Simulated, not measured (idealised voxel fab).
The process module that follows is named voxel transistor to metal.
Square cells of 5 nm make up the cross-section cut, whose width is 155 nm.
This document writes a cross-section as a grid whose cells are square, and gives it as bands, listed from the top down; one or more rows of cells form a band. Band entry format. Leading values: height of top, height of bottom, nm. Remainder: materials in left-to-right order, each with its width in nm. Special words: "edge to edge" on a single material, which then fills the band edge to edge; "blank", empty space. Heights are expressed relative to 0, this being the level below which the as-received wafer comprises one material exclusively. The lowest band is unbounded in the downward direction and is denoted as in "0 -> down". When a width is written as two numbers, as in "30->40", the first number is the width in the top row of cells of the band and the second is the width in its bottom row, and the width changes by the same amount from each row to the next. Basically "left unchanged" means that step didn't change any cell in the cross-section. Reported under the label "Enclosed internal cavities" are the empty spaces having no open way to the top and comprising 8 cells or more; the notation for each is width x height at distance, in which the distance is measured from the left edge and all three values are in nm. Whatever follows a step's settings on its line is a remark the simulator itself makes about that step. overlay nm: how far to the right of its planned place the mask lay on this masked step (negative: to the left).
# Planned step list for the process
1,RECEIVE | material Si
2,CONFORMAL_DEP | material SiO2 | thk nm 5
3,CONFORMAL_DEP | material SiN | thk nm 10
4,PATTERN | tone cover | mask id ACTIVE | material resist | width nm 105 | thk nm 15 | overlay nm 0
5,DIRECTIONAL_ETCH | etch materials SiN | depth nm 10
6,DIRECTIONAL_ETCH | etch materials SiO2 | depth nm 5
7,DIRECTIONAL_ETCH | etch materials Si | depth nm 35
8,STRIP | etch materials resist
9,OXIDIZE | depth nm 5
10,FILL_DEP | material SiO2 | thk nm 10
11,CMP | height nm 15
12,SELECTIVE_ETCH | etch materials SiO2 | depth nm 10
13,STRIP | etch materials SiN
14,SELECTIVE_ETCH | etch materials SiO2 | depth nm 5
15,OXIDIZE | depth nm 5
16,DIRECTIONAL_DEP | material polySi | thk nm 20
17,DIRECTIONAL_DEP | material SiCN | thk nm 10
18,MASKED_ETCH | tone cover | mask id GATE | width nm 25 | etch materials SiCN | depth nm 20 | overlay nm 0
19,MASKED_ETCH | tone cover | mask id GATE | width nm 25 | etch materials polySi | depth nm 30 | overlay nm 0
20,CONFORMAL_DEP | material SiN | thk nm 10
21,DIRECTIONAL_ETCH | etch materials SiN | depth nm 10
22,DIRECTIONAL_ETCH | etch materials SiO2 | depth nm 5
23,EPI | material SiGe | thk nm 5
24,FILL_DEP | material SiO2 | thk nm 10
25,CMP | height nm 30
26,DIRECTIONAL_DEP | material SiO2 | thk nm 10
27,MASKED_ETCH | tone open | mask id CONTACT | width nm 25 | pitch nm 60 | etch materials SiO2 | depth nm 40 | overlay nm 0
28,CONFORMAL_DEP | material TiN | thk nm 5
29,FILL_DEP | material Ru | thk nm 5
30,CMP | height nm 40
31,CONFORMAL_DEP | material SiN | thk nm 5
32,DIRECTIONAL_DEP | material SiO2 | thk nm 20
33,PATTERN | tone open | mask id METAL_1 | material resist | width nm 15 | pitch nm 70 | thk nm 20 | overlay nm 0
34,DIRECTIONAL_ETCH | etch materials SiO2 | depth nm 20
35,DIRECTIONAL_ETCH | etch materials SiN | depth nm 5
36,STRIP | etch materials resist
37,CONFORMAL_DEP | material TiN | thk nm 5
38,FILL_DEP | material Cu | thk nm 5
39,CMP | height nm 65
40,EPI | material Ru | thk nm 5
41,FILL_DEP | material SiCN | thk nm 5
42,DIRECTIONAL_DEP | material lowk | thk nm 35
43,DIRECTIONAL_DEP | material aC | thk nm 15
44,PATTERN | tone open | mask id METAL_2 | material resist | width nm 15 | pitch nm 70 | thk nm 30 | overlay nm 0
45,DIRECTIONAL_ETCH | etch materials aC | depth nm 15
46,STRIP | etch materials resist
47,DIRECTIONAL_ETCH | etch materials lowk | depth nm 20
48,STRIP | etch materials aC
49,PATTERN | tone open | mask id METAL_2_HOLES | material resist | width nm 15 | pitch nm 70 | thk nm 15 | overlay nm 0
50,DIRECTIONAL_ETCH | etch materials lowk | depth nm 15
51,DIRECTIONAL_ETCH | etch materials SiCN | depth nm 5
52,STRIP | etch materials resist
53,CONFORMAL_DEP | material TiN | thk nm 5
54,FILL_DEP | material Ru | thk nm 5
55,CMP | height nm 110
56,CONFORMAL_DEP | material SiCN | thk nm 5
# Account of the first of two wafers, which was processed as intended
# Incoming wafer, cross-sectional view, post step 1
- 0 -> down  Si edge to edge
- Enclosed internal cavities: none
# Presented here is a cross-section of the wafer after step 2 has been performed
- 5 -> 0  SiO2 edge to edge
- Under 0: no change, same as before.
# Presented here is a cross-section of the wafer after step 3 has been performed
- 15 -> 5  SiN edge to edge
- Under 5: no change, same as before.
# Presented here is a cross-section of the wafer after step 4 has been performed
- 30 -> 15  25 blank / 105 resist / 25 blank
- Under 15: no change, same as before.
# Presented here is a cross-section of the wafer after step 5 has been performed
- 30 -> 15  25 blank / 105 resist / 25 blank
- 15 -> 5  25 blank / 105 SiN / 25 blank
- Under 5: no change, same as before.
# Presented here is a cross-section of the wafer after step 6 has been performed
- 30 -> 15  25 blank / 105 resist / 25 blank
- 15 -> 5  25 blank / 105 SiN / 25 blank
- 5 -> 0  25 blank / 105 SiO2 / 25 blank
- Under 0: no change, same as before.
# Presented here is a cross-section of the wafer after step 7 has been performed
- 30 -> 15  25 blank / 105 resist / 25 blank
- 15 -> 5  25 blank / 105 SiN / 25 blank
- 5 -> 0  25 blank / 105 SiO2 / 25 blank
- 0 -> -35  25 blank / 105 Si / 25 blank
- Under -35: no change, same as before.
# Presented here is a cross-section of the wafer after step 8 has been performed
- 15 -> 5  25 blank / 105 SiN / 25 blank
- Under 5: no change, same as before.
# Presented here is a cross-section of the wafer after step 9 has been performed
- 15 -> 5  25 blank / 105 SiN / 25 blank
- 5 -> 0  25 blank / 105 SiO2 / 25 blank
- 0 -> -35  25 blank / 5 SiO2 / 95 Si / 5 SiO2 / 25 blank
- -35 -> -40  30 SiO2 / 95 Si / 30 SiO2
- Under -40: no change, same as before.
# Presented here is a cross-section of the wafer after step 10 has been performed
- 25 -> 15  SiO2 edge to edge
- 15 -> 5  25 SiO2 / 105 SiN / 25 SiO2
- 5 -> 0  SiO2 edge to edge
- 0 -> -40  30 SiO2 / 95 Si / 30 SiO2
- Under -40: no change, same as before.
# Presented here is a cross-section of the wafer after step 11 has been performed
- 15 -> 5  25 SiO2 / 105 SiN / 25 SiO2
- Under 5: no change, same as before.
# Presented here is a cross-section of the wafer after step 12 has been performed
- 15 -> 5  25 blank / 105 SiN / 25 blank
- Under 5: no change, same as before.
# Presented here is a cross-section of the wafer after step 13 has been performed
- 5 -> 0  SiO2 edge to edge
- Under 0: no change, same as before.
# Presented here is a cross-section of the wafer after step 14 has been performed
- 0 -> -40  30 SiO2 / 95 Si / 30 SiO2
- Under -40: no change, same as before.
# Presented here is a cross-section of the wafer after step 15 has been performed
- 0 -> -5  SiO2 edge to edge
- Under -5: no change, same as before.
# Presented here is a cross-section of the wafer after step 16 has been performed
- 20 -> 0  polySi edge to edge
- Under 0: no change, same as before.
# Presented here is a cross-section of the wafer after step 17 has been performed
- 30 -> 20  SiCN edge to edge
- Under 20: no change, same as before.
# Presented here is a cross-section of the wafer after step 18 has been performed
- 30 -> 20  65 blank / 25 SiCN / 65 blank
- Under 20: no change, same as before.
# Presented here is a cross-section of the wafer after step 19 has been performed
- 30 -> 20  65 blank / 25 SiCN / 65 blank
- 20 -> 0  65 blank / 25 polySi / 65 blank
- Under 0: no change, same as before.
# Presented here is a cross-section of the wafer after step 20 has been performed
- 40 -> 30  55 blank / 45 SiN / 55 blank
- 30 -> 20  55 blank / 10 SiN / 25 SiCN / 10 SiN / 55 blank
- 20 -> 10  55 blank / 10 SiN / 25 polySi / 10 SiN / 55 blank
- 10 -> 0  65 SiN / 25 polySi / 65 SiN
- Under 0: no change, same as before.
# Presented here is a cross-section of the wafer after step 21 has been performed
- 30 -> 20  55 blank / 10 SiN / 25 SiCN / 10 SiN / 55 blank
- 20 -> 0  55 blank / 10 SiN / 25 polySi / 10 SiN / 55 blank
- Under 0: no change, same as before.
# Presented here is a cross-section of the wafer after step 22 has been performed
- 30 -> 20  55 blank / 10 SiN / 25 SiCN / 10 SiN / 55 blank
- 20 -> 0  55 blank / 10 SiN / 25 polySi / 10 SiN / 55 blank
- 0 -> -5  55 blank / 45 SiO2 / 55 blank
- Under -5: no change, same as before.
# Presented here is a cross-section of the wafer after step 23 has been performed
- 30 -> 20  55 blank / 10 SiN / 25 SiCN / 10 SiN / 55 blank
- 20 -> 0  55 blank / 10 SiN / 25 polySi / 10 SiN / 55 blank
- 0 -> -5  25 blank / 30 SiGe / 45 SiO2 / 30 SiGe / 25 blank
- Under -5: no change, same as before.
# Presented here is a cross-section of the wafer after step 24 has been performed
- 40 -> 30  SiO2 edge to edge
- 30 -> 20  55 SiO2 / 10 SiN / 25 SiCN / 10 SiN / 55 SiO2
- 20 -> 0  55 SiO2 / 10 SiN / 25 polySi / 10 SiN / 55 SiO2
- 0 -> -5  25 SiO2 / 30 SiGe / 45 SiO2 / 30 SiGe / 25 SiO2
- Under -5: no change, same as before.
# Presented here is a cross-section of the wafer after step 25 has been performed
- 30 -> 20  55 SiO2 / 10 SiN / 25 SiCN / 10 SiN / 55 SiO2
- Under 20: no change, same as before.
# Presented here is a cross-section of the wafer after step 26 has been performed
- 40 -> 30  SiO2 edge to edge
- Under 30: no change, same as before.
# Presented here is a cross-section of the wafer after step 27 has been performed
- 40 -> 30  35 SiO2 / 25 blank / 35 SiO2 / 25 blank / 35 SiO2
- 30 -> 20  35 SiO2 / 20 blank / 10 SiN / 25 SiCN / 10 SiN / 20 blank / 35 SiO2
- 20 -> 0  35 SiO2 / 20 blank / 10 SiN / 25 polySi / 10 SiN / 20 blank / 35 SiO2
- Under 0: no change, same as before.
# Presented here is a cross-section of the wafer after step 28 has been performed
- 45 -> 40  40 TiN / 15 blank / 45 TiN / 15 blank / 40 TiN
- 40 -> 30  35 SiO2 / 5 TiN / 15->10 blank / 5->10 TiN / 35 SiO2 / 5->10 TiN / 15->10 blank / 5 TiN / 35 SiO2
- 30 -> 20  35 SiO2 / 5 TiN / 10 blank / 5 TiN / 10 SiN / 25 SiCN / 10 SiN / 5 TiN / 10 blank / 5 TiN / 35 SiO2
- 20 -> 5  35 SiO2 / 5 TiN / 10 blank / 5 TiN / 10 SiN / 25 polySi / 10 SiN / 5 TiN / 10 blank / 5 TiN / 35 SiO2
- 5 -> 0  35 SiO2 / 20 TiN / 10 SiN / 25 polySi / 10 SiN / 20 TiN / 35 SiO2
- Under 0: no change, same as before.
# Presented here is a cross-section of the wafer after step 29 has been performed
- 50 -> 45  Ru edge to edge
- 45 -> 40  40 TiN / 15 Ru / 45 TiN / 15 Ru / 40 TiN
- 40 -> 30  35 SiO2 / 5 TiN / 15->10 Ru / 5->10 TiN / 35 SiO2 / 5->10 TiN / 15->10 Ru / 5 TiN / 35 SiO2
- 30 -> 20  35 SiO2 / 5 TiN / 10 Ru / 5 TiN / 10 SiN / 25 SiCN / 10 SiN / 5 TiN / 10 Ru / 5 TiN / 35 SiO2
- 20 -> 5  35 SiO2 / 5 TiN / 10 Ru / 5 TiN / 10 SiN / 25 polySi / 10 SiN / 5 TiN / 10 Ru / 5 TiN / 35 SiO2
- Under 5: no change, same as before.
# Presented here is a cross-section of the wafer after step 30 has been performed
- 40 -> 30  35 SiO2 / 5 TiN / 15->10 Ru / 5->10 TiN / 35 SiO2 / 5->10 TiN / 15->10 Ru / 5 TiN / 35 SiO2
- Under 30: no change, same as before.
# Presented here is a cross-section of the wafer after step 31 has been performed
- 45 -> 40  SiN edge to edge
- Under 40: no change, same as before.
# Presented here is a cross-section of the wafer after step 32 has been performed
- 65 -> 45  SiO2 edge to edge
- Under 45: no change, same as before.
# Presented here is a cross-section of the wafer after step 33 has been performed
- 85 -> 65  35 resist / 15 blank / 55 resist / 15 blank / 35 resist
- Under 65: no change, same as before.
# Presented here is a cross-section of the wafer after step 34 has been performed
- 85 -> 65  35 resist / 15 blank / 55 resist / 15 blank / 35 resist
- 65 -> 45  35 SiO2 / 15 blank / 55 SiO2 / 15 blank / 35 SiO2
- Under 45: no change, same as before.
# Presented here is a cross-section of the wafer after step 35 has been performed
- 85 -> 65  35 resist / 15 blank / 55 resist / 15 blank / 35 resist
- 65 -> 45  35 SiO2 / 15 blank / 55 SiO2 / 15 blank / 35 SiO2
- 45 -> 40  35 SiN / 15 blank / 55 SiN / 15 blank / 35 SiN
- Under 40: no change, same as before.
# Presented here is a cross-section of the wafer after step 36 has been performed
- 65 -> 45  35 SiO2 / 15 blank / 55 SiO2 / 15 blank / 35 SiO2
- Under 45: no change, same as before.
# Presented here is a cross-section of the wafer after step 37 has been performed
- 70 -> 65  40 TiN / 5 blank / 65 TiN / 5 blank / 40 TiN
- 65 -> 45  35 SiO2 / 5 TiN / 5 blank / 5 TiN / 55 SiO2 / 5 TiN / 5 blank / 5 TiN / 35 SiO2
- 45 -> 40  35 SiN / 15 TiN / 55 SiN / 15 TiN / 35 SiN
- Under 40: no change, same as before.
# Presented here is a cross-section of the wafer after step 38 has been performed
- 75 -> 70  Cu edge to edge
- 70 -> 65  40 TiN / 5 Cu / 65 TiN / 5 Cu / 40 TiN
- 65 -> 45  35 SiO2 / 5 TiN / 5 Cu / 5 TiN / 55 SiO2 / 5 TiN / 5 Cu / 5 TiN / 35 SiO2
- Under 45: no change, same as before.
# Presented here is a cross-section of the wafer after step 39 has been performed
- 65 -> 45  35 SiO2 / 5 TiN / 5 Cu / 5 TiN / 55 SiO2 / 5 TiN / 5 Cu / 5 TiN / 35 SiO2
- Under 45: no change, same as before.
# Presented here is a cross-section of the wafer after step 40 has been performed
- 70 -> 65  30 blank / 25 Ru / 45 blank / 25 Ru / 30 blank
- Under 65: no change, same as before.
# Presented here is a cross-section of the wafer after step 41 has been performed
- 75 -> 70  SiCN edge to edge
- 70 -> 65  30 SiCN / 25 Ru / 45 SiCN / 25 Ru / 30 SiCN
- Under 65: no change, same as before.
# Presented here is a cross-section of the wafer after step 42 has been performed
- 110 -> 75  lowk edge to edge
- Under 75: no change, same as before.
# Presented here is a cross-section of the wafer after step 43 has been performed
- 125 -> 110  aC edge to edge
- Under 110: no change, same as before.
# Presented here is a cross-section of the wafer after step 44 has been performed
- 155 -> 125  35 resist / 15 blank / 55 resist / 15 blank / 35 resist
- Under 125: no change, same as before.
# Presented here is a cross-section of the wafer after step 45 has been performed
- 140 -> 125  35 resist / 15 blank / 55 resist / 15 blank / 35 resist
- 125 -> 110  35 aC / 15 blank / 55 aC / 15 blank / 35 aC
- Under 110: no change, same as before.
# Presented here is a cross-section of the wafer after step 46 has been performed
- 125 -> 110  35 aC / 15 blank / 55 aC / 15 blank / 35 aC
- Under 110: no change, same as before.
# Presented here is a cross-section of the wafer after step 47 has been performed
- 125 -> 110  35 aC / 15 blank / 55 aC / 15 blank / 35 aC
- 110 -> 90  35 lowk / 15 blank / 55 lowk / 15 blank / 35 lowk
- Under 90: no change, same as before.
# Presented here is a cross-section of the wafer after step 48 has been performed
- 110 -> 90  35 lowk / 15 blank / 55 lowk / 15 blank / 35 lowk
- Under 90: no change, same as before.
# Presented here is a cross-section of the wafer after step 49 has been performed
- 125 -> 110  35 resist / 15 blank / 55 resist / 15 blank / 35 resist
- Under 110: no change, same as before.
# Presented here is a cross-section of the wafer after step 50 has been performed
- 125 -> 110  35 resist / 15 blank / 55 resist / 15 blank / 35 resist
- 110 -> 75  35 lowk / 15 blank / 55 lowk / 15 blank / 35 lowk
- Under 75: no change, same as before.
# Presented here is a cross-section of the wafer after step 51 has been performed
- 125 -> 110  35 resist / 15 blank / 55 resist / 15 blank / 35 resist
- 110 -> 75  35 lowk / 15 blank / 55 lowk / 15 blank / 35 lowk
- 75 -> 70  35 SiCN / 15 blank / 55 SiCN / 15 blank / 35 SiCN
- Under 70: no change, same as before.
# Presented here is a cross-section of the wafer after step 52 has been performed
- 110 -> 75  35 lowk / 15 blank / 55 lowk / 15 blank / 35 lowk
- Under 75: no change, same as before.
# Presented here is a cross-section of the wafer after step 53 has been performed
- 115 -> 110  40 TiN / 5 blank / 65 TiN / 5 blank / 40 TiN
- 110 -> 75  35 lowk / 5 TiN / 5 blank / 5 TiN / 55 lowk / 5 TiN / 5 blank / 5 TiN / 35 lowk
- 75 -> 70  35 SiCN / 15 TiN / 55 SiCN / 15 TiN / 35 SiCN
- Under 70: no change, same as before.
# Presented here is a cross-section of the wafer after step 54 has been performed
- 120 -> 115  Ru edge to edge
- 115 -> 110  40 TiN / 5 Ru / 65 TiN / 5 Ru / 40 TiN
- 110 -> 75  35 lowk / 5 TiN / 5 Ru / 5 TiN / 55 lowk / 5 TiN / 5 Ru / 5 TiN / 35 lowk
- Under 75: no change, same as before.
# Presented here is a cross-section of the wafer after step 55 has been performed
- 110 -> 75  35 lowk / 5 TiN / 5 Ru / 5 TiN / 55 lowk / 5 TiN / 5 Ru / 5 TiN / 35 lowk
- Under 75: no change, same as before.
# Presented here is a cross-section of the wafer after step 56 has been performed
- 115 -> 110  SiCN edge to edge
- Under 110: no change, same as before.
# Second wafer, same starting conditions and recipe as the first, one mistake in executing it, nothing differs from the first up to and including step 3
# Cross-section: second wafer, time at which step 4 was scheduled to end
- 30 -> 15  25 resist / 105 blank / 25 resist
- Under 15: no change, same as before.
# Cross-section: second wafer, time at which step 5 was scheduled to end
- 30 -> 15  25 resist / 105 blank / 25 resist
- 15 -> 5  25 SiN / 105 blank / 25 SiN
- Under 5: no change, same as before.
# Cross-section: second wafer, time at which step 6 was scheduled to end
- 30 -> 15  25 resist / 105 blank / 25 resist
- 15 -> 5  25 SiN / 105 blank / 25 SiN
- 5 -> 0  25 SiO2 / 105 blank / 25 SiO2
- Under 0: no change, same as before.
# Cross-section: second wafer, time at which step 7 was scheduled to end
- 30 -> 15  25 resist / 105 blank / 25 resist
- 15 -> 5  25 SiN / 105 blank / 25 SiN
- 5 -> 0  25 SiO2 / 105 blank / 25 SiO2
- 0 -> -35  25 Si / 105 blank / 25 Si
- Under -35: no change, same as before.
# Cross-section: second wafer, time at which step 8 was scheduled to end
- 15 -> 5  25 SiN / 105 blank / 25 SiN
- Under 5: no change, same as before.
# Cross-section: second wafer, time at which step 9 was scheduled to end
- 15 -> 5  25 SiN / 105 blank / 25 SiN
- 5 -> 0  25 SiO2 / 105 blank / 25 SiO2
- 0 -> -35  20 Si / 5 SiO2 / 105 blank / 5 SiO2 / 20 Si
- -35 -> -40  20 Si / 115 SiO2 / 20 Si
- Under -40: no change, same as before.
# Cross-section: second wafer, time at which step 10 was scheduled to end
- 25 -> 15  SiO2 edge to edge
- 15 -> 5  25 SiN / 105 SiO2 / 25 SiN
- 5 -> 0  SiO2 edge to edge
- 0 -> -40  20 Si / 115 SiO2 / 20 Si
- Under -40: no change, same as before.
# Cross-section: second wafer, time at which step 11 was scheduled to end
- 15 -> 5  25 SiN / 105 SiO2 / 25 SiN
- Under 5: no change, same as before.
# Cross-section: second wafer, time at which step 12 was scheduled to end
- 15 -> 5  25 SiN / 105 blank / 25 SiN
- Under 5: no change, same as before.
# Cross-section: second wafer, time at which step 13 was scheduled to end
- 5 -> 0  SiO2 edge to edge
- Under 0: no change, same as before.
# Cross-section: second wafer, time at which step 14 was scheduled to end
- 0 -> -40  20 Si / 115 SiO2 / 20 Si
- Under -40: no change, same as before.
# Cross-section: second wafer, time at which step 15 was scheduled to end
- 0 -> -5  SiO2 edge to edge
- Under -5: no change, same as before.
# Cross-section: second wafer, time at which step 16 was scheduled to end
- 20 -> 0  polySi edge to edge
- Under 0: no change, same as before.
# Cross-section: second wafer, time at which step 17 was scheduled to end
- 30 -> 20  SiCN edge to edge
- Under 20: no change, same as before.
# Cross-section: second wafer, time at which step 18 was scheduled to end
- 30 -> 20  65 blank / 25 SiCN / 65 blank
- Under 20: no change, same as before.
# Cross-section: second wafer, time at which step 19 was scheduled to end
- 30 -> 20  65 blank / 25 SiCN / 65 blank
- 20 -> 0  65 blank / 25 polySi / 65 blank
- Under 0: no change, same as before.
# Cross-section: second wafer, time at which step 20 was scheduled to end
- 40 -> 30  55 blank / 45 SiN / 55 blank
- 30 -> 20  55 blank / 10 SiN / 25 SiCN / 10 SiN / 55 blank
- 20 -> 10  55 blank / 10 SiN / 25 polySi / 10 SiN / 55 blank
- 10 -> 0  65 SiN / 25 polySi / 65 SiN
- Under 0: no change, same as before.
# Cross-section: second wafer, time at which step 21 was scheduled to end
- 30 -> 20  55 blank / 10 SiN / 25 SiCN / 10 SiN / 55 blank
- 20 -> 0  55 blank / 10 SiN / 25 polySi / 10 SiN / 55 blank
- Under 0: no change, same as before.
# Cross-section: second wafer, time at which step 22 was scheduled to end
- 30 -> 20  55 blank / 10 SiN / 25 SiCN / 10 SiN / 55 blank
- 20 -> 0  55 blank / 10 SiN / 25 polySi / 10 SiN / 55 blank
- 0 -> -5  55 blank / 45 SiO2 / 55 blank
- Under -5: no change, same as before.
# Cross-section: second wafer, time at which step 23 was scheduled to end
- 30 -> 20  55 blank / 10 SiN / 25 SiCN / 10 SiN / 55 blank
- 20 -> 0  55 blank / 10 SiN / 25 polySi / 10 SiN / 55 blank
- 0 -> -5  25 SiGe / 30 blank / 45 SiO2 / 30 blank / 25 SiGe
- Under -5: no change, same as before.
# Cross-section: second wafer, time at which step 24 was scheduled to end
- 40 -> 30  SiO2 edge to edge
- 30 -> 20  55 SiO2 / 10 SiN / 25 SiCN / 10 SiN / 55 SiO2
- 20 -> 0  55 SiO2 / 10 SiN / 25 polySi / 10 SiN / 55 SiO2
- 0 -> -5  25 SiGe / 105 SiO2 / 25 SiGe
- Under -5: no change, same as before.
# Cross-section: second wafer, time at which step 25 was scheduled to end
- 30 -> 20  55 SiO2 / 10 SiN / 25 SiCN / 10 SiN / 55 SiO2
- Under 20: no change, same as before.
# Cross-section: second wafer, time at which step 26 was scheduled to end
- 40 -> 30  SiO2 edge to edge
- Under 30: no change, same as before.
# Cross-section: second wafer, time at which step 27 was scheduled to end
- 40 -> 30  35 SiO2 / 25 blank / 35 SiO2 / 25 blank / 35 SiO2
- 30 -> 20  35 SiO2 / 20 blank / 10 SiN / 25 SiCN / 10 SiN / 20 blank / 35 SiO2
- 20 -> 0  35 SiO2 / 20 blank / 10 SiN / 25 polySi / 10 SiN / 20 blank / 35 SiO2
- Under 0: no change, same as before.
# Cross-section: second wafer, time at which step 28 was scheduled to end
- 45 -> 40  40 TiN / 15 blank / 45 TiN / 15 blank / 40 TiN
- 40 -> 30  35 SiO2 / 5 TiN / 15->10 blank / 5->10 TiN / 35 SiO2 / 5->10 TiN / 15->10 blank / 5 TiN / 35 SiO2
- 30 -> 20  35 SiO2 / 5 TiN / 10 blank / 5 TiN / 10 SiN / 25 SiCN / 10 SiN / 5 TiN / 10 blank / 5 TiN / 35 SiO2
- 20 -> 5  35 SiO2 / 5 TiN / 10 blank / 5 TiN / 10 SiN / 25 polySi / 10 SiN / 5 TiN / 10 blank / 5 TiN / 35 SiO2
- 5 -> 0  35 SiO2 / 20 TiN / 10 SiN / 25 polySi / 10 SiN / 20 TiN / 35 SiO2
- Under 0: no change, same as before.
# Cross-section: second wafer, time at which step 29 was scheduled to end
- 50 -> 45  Ru edge to edge
- 45 -> 40  40 TiN / 15 Ru / 45 TiN / 15 Ru / 40 TiN
- 40 -> 30  35 SiO2 / 5 TiN / 15->10 Ru / 5->10 TiN / 35 SiO2 / 5->10 TiN / 15->10 Ru / 5 TiN / 35 SiO2
- 30 -> 20  35 SiO2 / 5 TiN / 10 Ru / 5 TiN / 10 SiN / 25 SiCN / 10 SiN / 5 TiN / 10 Ru / 5 TiN / 35 SiO2
- 20 -> 5  35 SiO2 / 5 TiN / 10 Ru / 5 TiN / 10 SiN / 25 polySi / 10 SiN / 5 TiN / 10 Ru / 5 TiN / 35 SiO2
- Under 5: no change, same as before.
# Cross-section: second wafer, time at which step 30 was scheduled to end
- 40 -> 30  35 SiO2 / 5 TiN / 15->10 Ru / 5->10 TiN / 35 SiO2 / 5->10 TiN / 15->10 Ru / 5 TiN / 35 SiO2
- Under 30: no change, same as before.
# Cross-section: second wafer, time at which step 31 was scheduled to end
- 45 -> 40  SiN edge to edge
- Under 40: no change, same as before.
# Cross-section: second wafer, time at which step 32 was scheduled to end
- 65 -> 45  SiO2 edge to edge
- Under 45: no change, same as before.
# Cross-section: second wafer, time at which step 33 was scheduled to end
- 85 -> 65  35 resist / 15 blank / 55 resist / 15 blank / 35 resist
- Under 65: no change, same as before.
# Cross-section: second wafer, time at which step 34 was scheduled to end
- 85 -> 65  35 resist / 15 blank / 55 resist / 15 blank / 35 resist
- 65 -> 45  35 SiO2 / 15 blank / 55 SiO2 / 15 blank / 35 SiO2
- Under 45: no change, same as before.
# Cross-section: second wafer, time at which step 35 was scheduled to end
- 85 -> 65  35 resist / 15 blank / 55 resist / 15 blank / 35 resist
- 65 -> 45  35 SiO2 / 15 blank / 55 SiO2 / 15 blank / 35 SiO2
- 45 -> 40  35 SiN / 15 blank / 55 SiN / 15 blank / 35 SiN
- Under 40: no change, same as before.
# Cross-section: second wafer, time at which step 36 was scheduled to end
- 65 -> 45  35 SiO2 / 15 blank / 55 SiO2 / 15 blank / 35 SiO2
- Under 45: no change, same as before.
# Cross-section: second wafer, time at which step 37 was scheduled to end
- 70 -> 65  40 TiN / 5 blank / 65 TiN / 5 blank / 40 TiN
- 65 -> 45  35 SiO2 / 5 TiN / 5 blank / 5 TiN / 55 SiO2 / 5 TiN / 5 blank / 5 TiN / 35 SiO2
- 45 -> 40  35 SiN / 15 TiN / 55 SiN / 15 TiN / 35 SiN
- Under 40: no change, same as before.
# Cross-section: second wafer, time at which step 38 was scheduled to end
- 75 -> 70  Cu edge to edge
- 70 -> 65  40 TiN / 5 Cu / 65 TiN / 5 Cu / 40 TiN
- 65 -> 45  35 SiO2 / 5 TiN / 5 Cu / 5 TiN / 55 SiO2 / 5 TiN / 5 Cu / 5 TiN / 35 SiO2
- Under 45: no change, same as before.
# Cross-section: second wafer, time at which step 39 was scheduled to end
- 65 -> 45  35 SiO2 / 5 TiN / 5 Cu / 5 TiN / 55 SiO2 / 5 TiN / 5 Cu / 5 TiN / 35 SiO2
- Under 45: no change, same as before.
# Cross-section: second wafer, time at which step 40 was scheduled to end
- 70 -> 65  30 blank / 25 Ru / 45 blank / 25 Ru / 30 blank
- Under 65: no change, same as before.
# Cross-section: second wafer, time at which step 41 was scheduled to end
- 75 -> 70  SiCN edge to edge
- 70 -> 65  30 SiCN / 25 Ru / 45 SiCN / 25 Ru / 30 SiCN
- Under 65: no change, same as before.
# Cross-section: second wafer, time at which step 42 was scheduled to end
- 110 -> 75  lowk edge to edge
- Under 75: no change, same as before.
# Cross-section: second wafer, time at which step 43 was scheduled to end
- 125 -> 110  aC edge to edge
- Under 110: no change, same as before.
# Cross-section: second wafer, time at which step 44 was scheduled to end
- 155 -> 125  35 resist / 15 blank / 55 resist / 15 blank / 35 resist
- Under 125: no change, same as before.
# Cross-section: second wafer, time at which step 45 was scheduled to end
- 140 -> 125  35 resist / 15 blank / 55 resist / 15 blank / 35 resist
- 125 -> 110  35 aC / 15 blank / 55 aC / 15 blank / 35 aC
- Under 110: no change, same as before.
# Cross-section: second wafer, time at which step 46 was scheduled to end
- 125 -> 110  35 aC / 15 blank / 55 aC / 15 blank / 35 aC
- Under 110: no change, same as before.
# Cross-section: second wafer, time at which step 47 was scheduled to end
- 125 -> 110  35 aC / 15 blank / 55 aC / 15 blank / 35 aC
- 110 -> 90  35 lowk / 15 blank / 55 lowk / 15 blank / 35 lowk
- Under 90: no change, same as before.
# Cross-section: second wafer, time at which step 48 was scheduled to end
- 110 -> 90  35 lowk / 15 blank / 55 lowk / 15 blank / 35 lowk
- Under 90: no change, same as before.
# Cross-section: second wafer, time at which step 49 was scheduled to end
- 125 -> 110  35 resist / 15 blank / 55 resist / 15 blank / 35 resist
- Under 110: no change, same as before.
# Cross-section: second wafer, time at which step 50 was scheduled to end
- 125 -> 110  35 resist / 15 blank / 55 resist / 15 blank / 35 resist
- 110 -> 75  35 lowk / 15 blank / 55 lowk / 15 blank / 35 lowk
- Under 75: no change, same as before.
# Cross-section: second wafer, time at which step 51 was scheduled to end
- 125 -> 110  35 resist / 15 blank / 55 resist / 15 blank / 35 resist
- 110 -> 75  35 lowk / 15 blank / 55 lowk / 15 blank / 35 lowk
- 75 -> 70  35 SiCN / 15 blank / 55 SiCN / 15 blank / 35 SiCN
- Under 70: no change, same as before.
# Cross-section: second wafer, time at which step 52 was scheduled to end
- 110 -> 75  35 lowk / 15 blank / 55 lowk / 15 blank / 35 lowk
- Under 75: no change, same as before.
# Cross-section: second wafer, time at which step 53 was scheduled to end
- 115 -> 110  40 TiN / 5 blank / 65 TiN / 5 blank / 40 TiN
- 110 -> 75  35 lowk / 5 TiN / 5 blank / 5 TiN / 55 lowk / 5 TiN / 5 blank / 5 TiN / 35 lowk
- 75 -> 70  35 SiCN / 15 TiN / 55 SiCN / 15 TiN / 35 SiCN
- Under 70: no change, same as before.
# Cross-section: second wafer, time at which step 54 was scheduled to end
- 120 -> 115  Ru edge to edge
- 115 -> 110  40 TiN / 5 Ru / 65 TiN / 5 Ru / 40 TiN
- 110 -> 75  35 lowk / 5 TiN / 5 Ru / 5 TiN / 55 lowk / 5 TiN / 5 Ru / 5 TiN / 35 lowk
- Under 75: no change, same as before.
# Cross-section: second wafer, time at which step 55 was scheduled to end
- 110 -> 75  35 lowk / 5 TiN / 5 Ru / 5 TiN / 55 lowk / 5 TiN / 5 Ru / 5 TiN / 35 lowk
- Under 75: no change, same as before.
# Cross-section: second wafer, time at which step 56 was scheduled to end
- 115 -> 110  SiCN edge to edge
- Under 110: no change, same as before.
Finding, execution versus plan: step 4 was processed under conditions differing from the plan, specifically as PATTERN | tone open | mask id ACTIVE | material resist | width nm 105 | thk nm 15 | overlay nm 0
Cell-count delta at end, second wafer over first, by material: 77 fewer of Si, 2 fewer of SiGe, 79 more of SiO2
